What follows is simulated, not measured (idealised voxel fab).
The name of this process module is voxel wiring stack.
Cross-sectional view cut (width: 280 nm; square cell size: 5 nm).
Cross-section spec: square-cell grid; bands listed top down; each band is one or more rows.
Heads up on the band format: heights come first, top then bottom, in nm. After that it's the materials left to right, each with its width in nm. A single material flagged "full width" fills the whole band edge to edge, and "air" means there's empty space there.
Heights are measured from 0, the level below which the as-received wafer is all one material; the lowest band has no bottom and continues downward, written as in "top 0, no bottom".
The width entry "30 to 40" should be interpreted row by row: the top row of cells in the band takes the first number, the bottom row takes the second number, and the change between adjacent rows is uniform throughout.
"all unchanged" after a step means that no cell of the cross-section changed.
Under "Fully enclosed voids" you'll find the enclosed gaps, the ones with no way out to the top, that are 8 cells or bigger; each reads width x height at distance, with distance counted from the left edge, everything in nm.
after a step's settings: what the simulator itself notes on the step
overlay nm: step with mask; distance mask lay right of planned place; negative value = left of planned place.

Process steps foreseen in the plan:
| 1 | RECEIVE, material Si |
| 2 | CONFORMAL_DEP, material SiO2, thk nm 10 |
| 3 | CONFORMAL_DEP, material SiN, thk nm 5 |
| 4 | DIRECTIONAL_DEP, material lowk, thk nm 20 |
| 5 | MASKED_ETCH, tone open, mask id METAL_1, width nm 20, pitch nm 50, etch materials lowk, depth nm 20, overlay nm 0 |
| 6 | MASKED_ETCH, tone open, mask id METAL_1, width nm 20, pitch nm 50, etch materials SiN, depth nm 5, overlay nm 0 |
| 7 | CONFORMAL_DEP, material TiN, thk nm 5 |
| 8 | FILL_DEP, material W, thk nm 10 |
| 9 | CMP, height nm 35 |
| 10 | CONFORMAL_DEP, material SiCN, thk nm 5 |
| 11 | DIRECTIONAL_DEP, material SiO2, thk nm 10 |
| 12 | DIRECTIONAL_DEP, material aC, thk nm 15 |
| 13 | PATTERN, tone open, mask id PLUG_1, material resist, width nm 15, pitch nm 50, thk nm 35, overlay nm 0 |
| 14 | DIRECTIONAL_ETCH, etch materials aC, depth nm 15 |
| 15 | STRIP, etch materials resist |
| 16 | DIRECTIONAL_ETCH, etch materials SiO2, depth nm 10 |
| 17 | DIRECTIONAL_ETCH, etch materials SiCN, depth nm 5 |
| 18 | STRIP, etch materials aC |
| 19 | EPI, material Ru, thk nm 10 |
| 20 | EPI, material Ru, thk nm 5 |
| 21 | DIRECTIONAL_DEP, material TiN, thk nm 5 |
| 22 | DIRECTIONAL_DEP, material Ru, thk nm 25 |
| 23 | DIRECTIONAL_DEP, material aC, thk nm 10 |
| 24 | PATTERN, tone cover, mask id METAL_2, material resist, width nm 15, pitch nm 50, thk nm 25, overlay nm 0 |
| 25 | DIRECTIONAL_ETCH, etch materials aC, depth nm 10 |
| 26 | STRIP, etch materials resist |
| 27 | DIRECTIONAL_ETCH, etch materials Ru, depth nm 25 |
| 28 | DIRECTIONAL_ETCH, etch materials TiN, depth nm 5 |
| 29 | STRIP, etch materials aC |
| 30 | FILL_DEP, material lowk, thk nm 10 |
| 31 | CMP, height nm 80 |
| 32 | CONFORMAL_DEP, material SiN, thk nm 5 |
Keep in mind the plan's value for the width nm of step 24 comes from the first wafer; the wafers don't share that setting, but they do share the same starting point.

This is how the first of several wafers looked in cross-section when it arrived, which is after step 1:
* top 0, no bottom | Si full width
* Fully enclosed voids: none

Row per wafer, end-of-module: cell gain (+)/loss (-) by material since the wafer came in, then closed voids:
width nm 15, +96 Ru, +44 SiCN, +96 SiN, +200 SiO2, +60 TiN, +32 W, +424 lowk, Fully enclosed voids: none
width nm 20, +116 Ru, +44 SiCN, +96 SiN, +200 SiO2, +64 TiN, +32 W, +400 lowk, Fully enclosed voids: none
width nm 25, +136 Ru, +44 SiCN, +96 SiN, +200 SiO2, +68 TiN, +32 W, +376 lowk, Fully enclosed voids: none
width nm 30, +156 Ru, +44 SiCN, +96 SiN, +200 SiO2, +72 TiN, +32 W, +352 lowk, Fully enclosed voids: none
width nm 35, +176 Ru, +44 SiCN, +96 SiN, +200 SiO2, +76 TiN, +32 W, +328 lowk, Fully enclosed voids: none
